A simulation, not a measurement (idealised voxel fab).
process module | voxel quadruple lines
cross-section cut | 215 nm wide | cells 5 nm
Each cross-section below is a grid of square cells, stated as bands in top-down order, with one or more rows of cells making up each band.
In this notation a band is specified by the heights of its top and bottom, in that order and in nm, after which its materials appear from left to right, each paired with its width in nm. The word "everywhere" attached to a single material means that material fills the band from edge to edge; the word "empty" stands for empty space.
Where do heights start? At 0: under that level the wafer as delivered is made of one material only. And the lowest band has no floor; it just carries on downward, as in "0 nm and below".
It should be noted that a width expressed as "30->40" varies in equal increments from row to row of cells within the band, taking the value of the first number at the top row and that of the second number at the bottom row.
"remains unaltered", as given for a step, is the statement that not any cell of the cross-section underwent a change during that step.
In "Closed internal voids" the enclosed voids are listed, meaning empty spaces of 8 cells or larger without any opening to the top. The form is width x height at distance, distance from the left edge, units nm.
Step line, after settings: the simulator's comment on this step.
overlay nm: on a step with a mask, how far right of its planned place the mask lay; negative means left.

**The steps planned for the process are as follows**
1 RECEIVE [material Si]
2 CONFORMAL_DEP [material Al2O3] [thk nm 5]
3 DIRECTIONAL_DEP [material TiN] [thk nm 15]
4 DIRECTIONAL_DEP [material polySi] [thk nm 15]
5 DIRECTIONAL_DEP [material aC] [thk nm 20]
6 PATTERN [tone cover] [mask id MANDREL] [material resist] [width nm 20] [thk nm 30] [overlay nm 0]
7 DIRECTIONAL_ETCH [etch materials aC] [depth nm 20]
8 STRIP [etch materials resist]
9 CONFORMAL_DEP [material SiO2] [thk nm 10]
10 DIRECTIONAL_ETCH [etch materials SiO2] [depth nm 10]
11 STRIP [etch materials aC]
12 DIRECTIONAL_ETCH [etch materials polySi] [depth nm 15]
13 STRIP [etch materials SiO2]
14 CONFORMAL_DEP [material SiCN] [thk nm 5]
15 DIRECTIONAL_ETCH [etch materials SiCN] [depth nm 5]
16 STRIP [etch materials polySi]
17 DIRECTIONAL_ETCH [etch materials TiN] [depth nm 15]
18 STRIP [etch materials SiCN]

**Below: the first of two wafers, run as planned**

**Shown in cross-section is the wafer as received, that is, as it stands after step 1**
    0 nm and below  Si everywhere
    Closed internal voids: none

**Presented here is a cross-section of the wafer after step 2 has been performed**
    5 nm to 0 nm  Al2O3 everywhere
    below 0: unchanged

**Presented here is a cross-section of the wafer after step 3 has been performed**
    20 nm to 5 nm  TiN everywhere
    below 5: unchanged

**Presented here is a cross-section of the wafer after step 4 has been performed**
    35 nm to 20 nm  polySi everywhere
    below 20: unchanged

**Presented here is a cross-section of the wafer after step 5 has been performed**
    55 nm to 35 nm  aC everywhere
    below 35: unchanged

**Presented here is a cross-section of the wafer after step 6 has been performed**
    85 nm to 55 nm  empty=95; resist=20; empty=100
    below 55: unchanged

**Presented here is a cross-section of the wafer after step 7 has been performed**
    65 nm to 55 nm  empty=95; resist=20; empty=100
    55 nm to 35 nm  empty=95; aC=20; empty=100
    below 35: unchanged

**Presented here is a cross-section of the wafer after step 8 has been performed**
    55 nm to 35 nm  empty=95; aC=20; empty=100
    below 35: unchanged

**Presented here is a cross-section of the wafer after step 9 has been performed**
    65 nm to 55 nm  empty=85; SiO2=40; empty=90
    55 nm to 45 nm  empty=85; SiO2=10; aC=20; SiO2=10; empty=90
    45 nm to 35 nm  SiO2=95; aC=20; SiO2=100
    below 35: unchanged

**Presented here is a cross-section of the wafer after step 10 has been performed**
    55 nm to 35 nm  empty=85; SiO2=10; aC=20; SiO2=10; empty=90
    below 35: unchanged

**Presented here is a cross-section of the wafer after step 11 has been performed**
    55 nm to 35 nm  empty=85; SiO2=10; empty=20; SiO2=10; empty=90
    below 35: unchanged

**Presented here is a cross-section of the wafer after step 12 has been performed**
    55 nm to 35 nm  empty=85; SiO2=10; empty=20; SiO2=10; empty=90
    35 nm to 20 nm  empty=85; polySi=10; empty=20; polySi=10; empty=90
    below 20: unchanged

**Presented here is a cross-section of the wafer after step 13 has been performed**
    35 nm to 20 nm  empty=85; polySi=10; empty=20; polySi=10; empty=90
    below 20: unchanged

**Presented here is a cross-section of the wafer after step 14 has been performed**
    40 nm to 35 nm  empty=80; SiCN=20; empty=10; SiCN=20; empty=85
    35 nm to 25 nm  empty=80; SiCN=5; polySi=10; SiCN=5; empty=10; SiCN=5; polySi=10; SiCN=5; empty=85
    25 nm to 20 nm  SiCN=85; polySi=10; SiCN=20; polySi=10; SiCN=90
    below 20: unchanged

**Presented here is a cross-section of the wafer after step 15 has been performed**
    35 nm to 20 nm  empty=80; SiCN=5; polySi=10; SiCN=5; empty=10; SiCN=5; polySi=10; SiCN=5; empty=85
    below 20: unchanged

**Presented here is a cross-section of the wafer after step 16 has been performed**
    35 nm to 20 nm  empty=80; SiCN=5; empty=10; SiCN=5; empty=10; SiCN=5; empty=10; SiCN=5; empty=85
    below 20: unchanged

**Presented here is a cross-section of the wafer after step 17 has been performed**
    35 nm to 20 nm  empty=80; SiCN=5; empty=10; SiCN=5; empty=10; SiCN=5; empty=10; SiCN=5; empty=85
    20 nm to 5 nm  empty=80; TiN=5; empty=10; TiN=5; empty=10; TiN=5; empty=10; TiN=5; empty=85
    below 5: unchanged

**Presented here is a cross-section of the wafer after step 18 has been performed**
    20 nm to 5 nm  empty=80; TiN=5; empty=10; TiN=5; empty=10; TiN=5; empty=10; TiN=5; empty=85
    below 5: unchanged

**Wafer two. Identical start, identical plan. One mistake in execution. Identical history through step 5**

**Second wafer at the planned finish of step 6, seen in cross-section**
    85 nm to 55 nm  resist=95; empty=20; resist=100
    below 55: unchanged

**Second wafer at the planned finish of step 7, seen in cross-section**
    65 nm to 55 nm  resist=95; empty=20; resist=100
    55 nm to 35 nm  aC=95; empty=20; aC=100
    below 35: unchanged

**Second wafer at the planned finish of step 8, seen in cross-section**
    55 nm to 35 nm  aC=95; empty=20; aC=100
    below 35: unchanged

**Second wafer at the planned finish of step 9, seen in cross-section**
    65 nm to 55 nm  SiO2 everywhere
    55 nm to 35 nm  aC=95; SiO2=20; aC=100
    below 35: unchanged

**Second wafer at the planned finish of step 10, seen in cross-section**
    55 nm to 35 nm  aC=95; SiO2=20; aC=100
    below 35: unchanged

**Second wafer at the planned finish of step 11, seen in cross-section**
    55 nm to 35 nm  empty=95; SiO2=20; empty=100
    below 35: unchanged

**Second wafer at the planned finish of step 12, seen in cross-section**
    55 nm to 35 nm  empty=95; SiO2=20; empty=100
    35 nm to 20 nm  empty=95; polySi=20; empty=100
    below 20: unchanged

**Second wafer at the planned finish of step 13, seen in cross-section**
    35 nm to 20 nm  empty=95; polySi=20; empty=100
    below 20: unchanged

**Second wafer at the planned finish of step 14, seen in cross-section**
    40 nm to 35 nm  empty=90; SiCN=30; empty=95
    35 nm to 25 nm  empty=90; SiCN=5; polySi=20; SiCN=5; empty=95
    25 nm to 20 nm  SiCN=95; polySi=20; SiCN=100
    below 20: unchanged

**Second wafer at the planned finish of step 15, seen in cross-section**
    35 nm to 20 nm  empty=90; SiCN=5; polySi=20; SiCN=5; empty=95
    below 20: unchanged

**Second wafer at the planned finish of step 16, seen in cross-section**
    35 nm to 20 nm  empty=90; SiCN=5; empty=20; SiCN=5; empty=95
    below 20: unchanged

**Second wafer at the planned finish of step 17, seen in cross-section**
    35 nm to 20 nm  empty=90; SiCN=5; empty=20; SiCN=5; empty=95
    20 nm to 5 nm  empty=90; TiN=5; empty=20; TiN=5; empty=95
    below 5: unchanged

**Second wafer at the planned finish of step 18, seen in cross-section**
    20 nm to 5 nm  empty=90; TiN=5; empty=20; TiN=5; empty=95
    below 5: unchanged
Diagnosis: step 6 did not happen as planned, as run it was PATTERN [tone open] [mask id MANDREL] [material resist] [width nm 20] [thk nm 30] [overlay nm 0]
At the finish, the second wafer shows more or fewer cells for some materials than the first does: 6 fewer of TiN
